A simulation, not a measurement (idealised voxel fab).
voxel transistor to metal: a process module
Xsec cut, 175 nm wide, square cell size 5 nm.
Cross-section spec: square-cell grid; bands listed top down; each band is one or more rows. It is stipulated that each band's entry specify, in nanometres, the height of the top of the band and then that of its bottom, followed by the materials of the band in left-to-right sequence, each together with its width in nanometres. A single material marked by the word "edge to edge" is understood to fill the band from edge to edge; the word "blank" is understood to denote empty space. Below 0: as-received wafer, all one material; heights counted from there. Lowest band: no bottom, goes on down, written "0 and below". A width given as "30 to 40" starts at the first number in the band's top row and ends at the second number in its bottom row, shifting by an equal amount at every step from row to row. "no modification" -> step changed no cross-section cell. Heads up: "Sealed void listing" only lists the empty pockets with no open path to the top that are 8 cells or more, and it writes them as width x height at distance, distance from the left edge, in nm. Text after the settings on a step's line: the simulator's own remark on that step. "overlay nm", when on a step's line for a step with a mask, measures how far to the right of its planned place the mask lay; a negative measure means to the left.
Steps in the process plan:
| 1 | RECEIVE (material Si) |
| 2 | CONFORMAL_DEP (material SiO2; thk nm 5) |
| 3 | CONFORMAL_DEP (material SiN; thk nm 10) |
| 4 | PATTERN (tone cover; mask id ACTIVE; material resist; width nm 115; thk nm 15; overlay nm 0) |
| 5 | DIRECTIONAL_ETCH (etch materials SiN; depth nm 10) |
| 6 | DIRECTIONAL_ETCH (etch materials SiO2; depth nm 5) |
| 7 | DIRECTIONAL_ETCH (etch materials Si; depth nm 30) |
| 8 | STRIP (etch materials resist) |
| 9 | FILL_DEP (material SiO2; thk nm 10) |
| 10 | CMP (height nm 15) |
| 11 | SELECTIVE_ETCH (etch materials SiO2; depth nm 5) |
| 12 | STRIP (etch materials SiN) |
| 13 | SELECTIVE_ETCH (etch materials SiO2; depth nm 5) |
| 14 | OXIDIZE (depth nm 5) |
| 15 | DIRECTIONAL_DEP (material polySi; thk nm 25) |
| 16 | DIRECTIONAL_DEP (material SiCN; thk nm 10) |
| 17 | DIRECTIONAL_DEP (material aC; thk nm 15) |
| 18 | PATTERN (tone cover; mask id GATE; material resist; width nm 25; thk nm 30; overlay nm 0) |
| 19 | DIRECTIONAL_ETCH (etch materials aC; depth nm 15) |
| 20 | STRIP (etch materials resist) |
| 21 | DIRECTIONAL_ETCH (etch materials SiCN; depth nm 20) |
| 22 | DIRECTIONAL_ETCH (etch materials polySi; depth nm 35) |
| 23 | STRIP (etch materials aC) |
| 24 | CONFORMAL_DEP (material SiO2; thk nm 5) |
| 25 | DIRECTIONAL_ETCH (etch materials SiO2; depth nm 5) |
| 26 | CONFORMAL_DEP (material SiN; thk nm 10) |
| 27 | DIRECTIONAL_ETCH (etch materials SiN; depth nm 10) |
| 28 | DIRECTIONAL_ETCH (etch materials SiO2; depth nm 5) |
| 29 | EPI (material SiGe; thk nm 5) |
| 30 | FILL_DEP (material SiO2; thk nm 5) |
| 31 | CMP (height nm 25) |
| 32 | STRIP (etch materials polySi) |
| 33 | SELECTIVE_ETCH (etch materials SiO2; depth nm 5) |
| 34 | CONFORMAL_DEP (material HfO2; thk nm 5) |
| 35 | CONFORMAL_DEP (material TiN; thk nm 5) |
| 36 | FILL_DEP (material W; thk nm 5) |
| 37 | CMP (height nm 20) |
| 38 | DIRECTIONAL_DEP (material SiO2; thk nm 15) |
| 39 | DIRECTIONAL_DEP (material aC; thk nm 10) |
| 40 | PATTERN (tone open; mask id CONTACT; material resist; width nm 15; pitch nm 80; thk nm 25; overlay nm 0) |
| 41 | DIRECTIONAL_ETCH (etch materials aC; depth nm 10) |
| 42 | STRIP (etch materials resist) |
| 43 | DIRECTIONAL_ETCH (etch materials SiO2; depth nm 35) |
| 44 | STRIP (etch materials aC) |
| 45 | CONFORMAL_DEP (material TiN; thk nm 5) |
| 46 | FILL_DEP (material Ru; thk nm 5) |
| 47 | CMP (height nm 35) |
| 48 | CONFORMAL_DEP (material SiN; thk nm 5) |
| 49 | DIRECTIONAL_DEP (material SiO2; thk nm 15) |
| 50 | MASKED_ETCH (tone open; mask id METAL_1; width nm 15; pitch nm 80; etch materials SiO2; depth nm 15; overlay nm 0) |
| 51 | MASKED_ETCH (tone open; mask id METAL_1; width nm 15; pitch nm 80; etch materials SiN; depth nm 5; overlay nm 0) |
| 52 | CONFORMAL_DEP (material TiN; thk nm 5) |
| 53 | FILL_DEP (material Cu; thk nm 10) |
| 54 | CMP (height nm 55) |
| 55 | EPI (material Ru; thk nm 5) |
| 56 | FILL_DEP (material SiCN; thk nm 5) |
| 57 | DIRECTIONAL_DEP (material SiO2; thk nm 30) |
| 58 | MASKED_ETCH (tone open; mask id METAL_2; width nm 15; pitch nm 80; etch materials SiO2; depth nm 20; overlay nm 0) |
| 59 | PATTERN (tone open; mask id METAL_2_HOLES; material resist; width nm 15; pitch nm 80; thk nm 20; overlay nm 0) |
| 60 | DIRECTIONAL_ETCH (etch materials SiO2; depth nm 10) |
| 61 | DIRECTIONAL_ETCH (etch materials SiCN; depth nm 5) |
| 62 | STRIP (etch materials resist) |
| 63 | CONFORMAL_DEP (material TiN; thk nm 5) |
| 64 | FILL_DEP (material Cu; thk nm 10) |
| 65 | CMP (height nm 95) |
| 66 | CONFORMAL_DEP (material SiCN; thk nm 5) |
Wafer as received: cross-section following step 1:
	0 and below  Si edge to edge
	Sealed void listing: none
Final cross-section, module run with one mistake (start and plan as above):
	100 down to 95  SiCN edge to edge
	95 down to 65  SiO2 40  TiN 5  Cu 5  TiN 5  SiO2 65  TiN 5  Cu 5  TiN 5  SiO2 40
	65 down to 60  SiCN 40  TiN 15  SiCN 65  TiN 15  SiCN 40
	60 down to 55  SiCN 35  Ru 25  SiCN 55  Ru 25  SiCN 35
	55 down to 50  SiN 40  TiN 15  SiN 65  TiN 15  SiN 40
	50 down to 35  SiO2 edge to edge
	35 down to 20  SiO2 40  TiN 5  Ru 5  TiN 5  SiO2 65  TiN 5  Ru 5  TiN 5  SiO2 40
	20 down to 5  SiO2 40  TiN 5  Ru 5  TiN 5  SiO2 5  SiN 10  HfO2 5  TiN 5  W 15  TiN 5  HfO2 5  SiN 10  SiO2 5  TiN 5  Ru 5  TiN 5  SiO2 40
	5 down to 0  SiO2 30  SiN 10  TiN 15  SiO2 5  SiN 10  HfO2 5  TiN 25  HfO2 5  SiN 10  SiO2 5  TiN 15  SiN 10  SiO2 30
	0 down to -5  SiO2 40  SiGe 20  SiO2 10  HfO2 35  SiO2 10  SiGe 20  SiO2 40
	-5 down to -30  SiO2 30  Si 115  SiO2 30
	-30 and below  Si edge to edge
	Sealed void listing: none
Which mistake was made when the wafer was run? steps 48 and 49 got flipped, so each one ran where the other should have
